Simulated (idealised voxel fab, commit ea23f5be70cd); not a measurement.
process module | voxel air gaps
cross-section cut | 290 nm wide | cells 5 nm
A cross-section is a grid of square cells, given in bands from the top down. A band is one or more rows of cells.
Each band's line starts with the height of the band's top and of its bottom, in nm. Then come its materials from left to right, each with its width in nm. One material with "throughout" fills the band from edge to edge. "air" is empty space.
Height 0 is the level under which the wafer as received is all one material. The lowest band goes on downwards, as in "0 down".
A width such as "30 to 40" changes by the same amount from each row of cells to the next, from the band's top row to its bottom row.
"no change" after a step means that no cell of the cross-section changed.
closed voids: empty space of 8 cells or more with no open way to the top, each as width x height at its distance from the left edge, in nm
after a step's settings: what the simulator itself notes on the step
overlay nm, on a step with a mask: how far to the right of its planned place the mask lay; to the left if negative
plan
1 op RECEIVE | material Si
2 op CONFORMAL_DEP | material SiO2 | thk nm 15
3 op CONFORMAL_DEP | material SiN | thk nm 5
4 op DIRECTIONAL_DEP | material SiO2 | thk nm 40
5 op PATTERN | tone open | mask id LINES | material resist | width nm 25 | pitch nm 50 | thk nm 15 | overlay nm 0
6 op DIRECTIONAL_ETCH | etch materials SiO2 | depth nm 40
7 op STRIP | etch materials resist
8 op CONFORMAL_DEP | material TiN | thk nm 5
9 op FILL_DEP | material Ru | thk nm 5
10 op CMP | height nm 60
11 op EPI | material Ru | thk nm 10
12 op SELECTIVE_ETCH | etch materials SiO2 | depth nm 50
13 op CONFORMAL_DEP | material SiCN | thk nm 5
first wafer, as planned
as received, after step 1
  0 down: Si throughout
  closed voids: none
after step 2
  15 to 0: SiO2 throughout
  below 0: unchanged
after step 3
  20 to 15: SiN throughout
  below 15: unchanged
after step 4
  60 to 20: SiO2 throughout
  below 20: unchanged
after step 5
  75 to 60: resist 80 | air 25 | resist 25 | air 25 | resist 25 | air 25 | resist 85
  below 60: unchanged
after step 6
  75 to 60: resist 80 | air 25 | resist 25 | air 25 | resist 25 | air 25 | resist 85
  60 to 20: SiO2 80 | air 25 | SiO2 25 | air 25 | SiO2 25 | air 25 | SiO2 85
  below 20: unchanged
after step 7
  60 to 20: SiO2 80 | air 25 | SiO2 25 | air 25 | SiO2 25 | air 25 | SiO2 85
  below 20: unchanged
after step 8
  65 to 60: TiN 85 | air 15 | TiN 35 | air 15 | TiN 35 | air 15 | TiN 90
  60 to 25: SiO2 80 | TiN 5 | air 15 | TiN 5 | SiO2 25 | TiN 5 | air 15 | TiN 5 | SiO2 25 | TiN 5 | air 15 | TiN 5 | SiO2 85
  25 to 20: SiO2 80 | TiN 25 | SiO2 25 | TiN 25 | SiO2 25 | TiN 25 | SiO2 85
  below 20: unchanged
after step 9
  70 to 65: Ru throughout
  65 to 60: TiN 85 | Ru 15 | TiN 35 | Ru 15 | TiN 35 | Ru 15 | TiN 90
  60 to 25: SiO2 80 | TiN 5 | Ru 15 | TiN 5 | SiO2 25 | TiN 5 | Ru 15 | TiN 5 | SiO2 25 | TiN 5 | Ru 15 | TiN 5 | SiO2 85
  below 25: unchanged
after step 10
  60 to 25: SiO2 80 | TiN 5 | Ru 15 | TiN 5 | SiO2 25 | TiN 5 | Ru 15 | TiN 5 | SiO2 25 | TiN 5 | Ru 15 | TiN 5 | SiO2 85
  below 25: unchanged
after step 11
  70 to 60: air 70 | Ru 45 | air 5 | Ru 45 | air 5 | Ru 45 | air 75
  below 60: unchanged
after step 12
  70 to 60: air 70 | Ru 45 | air 5 | Ru 45 | air 5 | Ru 45 | air 75
  60 to 25: air 80 | TiN 5 | Ru 15 | TiN 5 | air 25 | TiN 5 | Ru 15 | TiN 5 | air 25 | TiN 5 | Ru 15 | TiN 5 | air 85
  25 to 20: air 80 | TiN 25 | air 25 | TiN 25 | air 25 | TiN 25 | air 85
  below 20: unchanged
after step 13
  75 to 70: air 65 | SiCN 155 | air 70
  70 to 60: air 65 | SiCN 5 | Ru 45 | SiCN 5 | Ru 45 | SiCN 5 | Ru 45 | SiCN 5 | air 70
  60 to 55: air 65 | SiCN 15 | TiN 5 | Ru 15 | TiN 5 | SiCN 25 | TiN 5 | Ru 15 | TiN 5 | SiCN 25 | TiN 5 | Ru 15 | TiN 5 | SiCN 15 | air 70
  55 to 25: air 75 | SiCN 5 | TiN 5 | Ru 15 | TiN 5 | SiCN 5 | air 15 | SiCN 5 | TiN 5 | Ru 15 | TiN 5 | SiCN 5 | air 15 | SiCN 5 | TiN 5 | Ru 15 | TiN 5 | SiCN 5 | air 80
  25 to 20: SiCN 80 | TiN 25 | SiCN 25 | TiN 25 | SiCN 25 | TiN 25 | SiCN 85
  below 20: unchanged
  closed voids: 15 x 30 at 110; 15 x 30 at 160
second wafer: like start, like plan, one mistake. Through step 4 it matches the first wafer
when step 5 should have ended
  75 to 60: air 80 | resist 25 | air 25 | resist 25 | air 25 | resist 25 | air 85
  below 60: unchanged
when step 6 should have ended
  75 to 60: air 80 | resist 25 | air 25 | resist 25 | air 25 | resist 25 | air 85
  60 to 20: air 80 | SiO2 25 | air 25 | SiO2 25 | air 25 | SiO2 25 | air 85
  below 20: unchanged
when step 7 should have ended
  60 to 20: air 80 | SiO2 25 | air 25 | SiO2 25 | air 25 | SiO2 25 | air 85
  below 20: unchanged
when step 8 should have ended
  65 to 60: air 75 | TiN 35 | air 15 | TiN 35 | air 15 | TiN 35 | air 80
  60 to 25: air 75 | TiN 5 | SiO2 25 | TiN 5 | air 15 | TiN 5 | SiO2 25 | TiN 5 | air 15 | TiN 5 | SiO2 25 | TiN 5 | air 80
  25 to 20: TiN 80 | SiO2 25 | TiN 25 | SiO2 25 | TiN 25 | SiO2 25 | TiN 85
  below 20: unchanged
when step 9 should have ended
  70 to 65: Ru throughout
  65 to 60: Ru 75 | TiN 35 | Ru 15 | TiN 35 | Ru 15 | TiN 35 | Ru 80
  60 to 25: Ru 75 | TiN 5 | SiO2 25 | TiN 5 | Ru 15 | TiN 5 | SiO2 25 | TiN 5 | Ru 15 | TiN 5 | SiO2 25 | TiN 5 | Ru 80
  below 25: unchanged
when step 10 should have ended
  60 to 25: Ru 75 | TiN 5 | SiO2 25 | TiN 5 | Ru 15 | TiN 5 | SiO2 25 | TiN 5 | Ru 15 | TiN 5 | SiO2 25 | TiN 5 | Ru 80
  below 25: unchanged
when step 11 should have ended
  70 to 60: Ru 90 | air 5 | Ru 45 | air 5 | Ru 45 | air 5 | Ru 95
  below 60: unchanged
when step 12 should have ended
  70 to 60: Ru 90 | air 5 | Ru 45 | air 5 | Ru 45 | air 5 | Ru 95
  60 to 25: Ru 75 | TiN 5 | air 25 | TiN 5 | Ru 15 | TiN 5 | air 25 | TiN 5 | Ru 15 | TiN 5 | air 25 | TiN 5 | Ru 80
  25 to 20: TiN 80 | air 25 | TiN 25 | air 25 | TiN 25 | air 25 | TiN 85
  below 20: unchanged
when step 13 should have ended
  75 to 70: SiCN throughout
  70 to 60: Ru 90 | SiCN 5 | Ru 45 | SiCN 5 | Ru 45 | SiCN 5 | Ru 95
  60 to 55: Ru 75 | TiN 5 | SiCN 25 | TiN 5 | Ru 15 | TiN 5 | SiCN 25 | TiN 5 | Ru 15 | TiN 5 | SiCN 25 | TiN 5 | Ru 80
  55 to 25: Ru 75 | TiN 5 | SiCN 5 | air 15 | SiCN 5 | TiN 5 | Ru 15 | TiN 5 | SiCN 5 | air 15 | SiCN 5 | TiN 5 | Ru 15 | TiN 5 | SiCN 5 | air 15 | SiCN 5 | TiN 5 | Ru 80
  25 to 20: TiN 80 | SiCN 25 | TiN 25 | SiCN 25 | TiN 25 | SiCN 25 | TiN 85
  below 20: unchanged
  closed voids: 15 x 30 at 85; 15 x 30 at 135; 15 x 30 at 185
what went wrong: step 5 ran as: op PATTERN | tone cover | mask id LINES | material resist | width nm 25 | pitch nm 50 | thk nm 15 | overlay nm 0
at the end the second wafer has, in cells: 252 more of Ru | 4 fewer of SiCN | 28 more of TiN
closed voids at the end (first wafer, second wafer): 2, 3
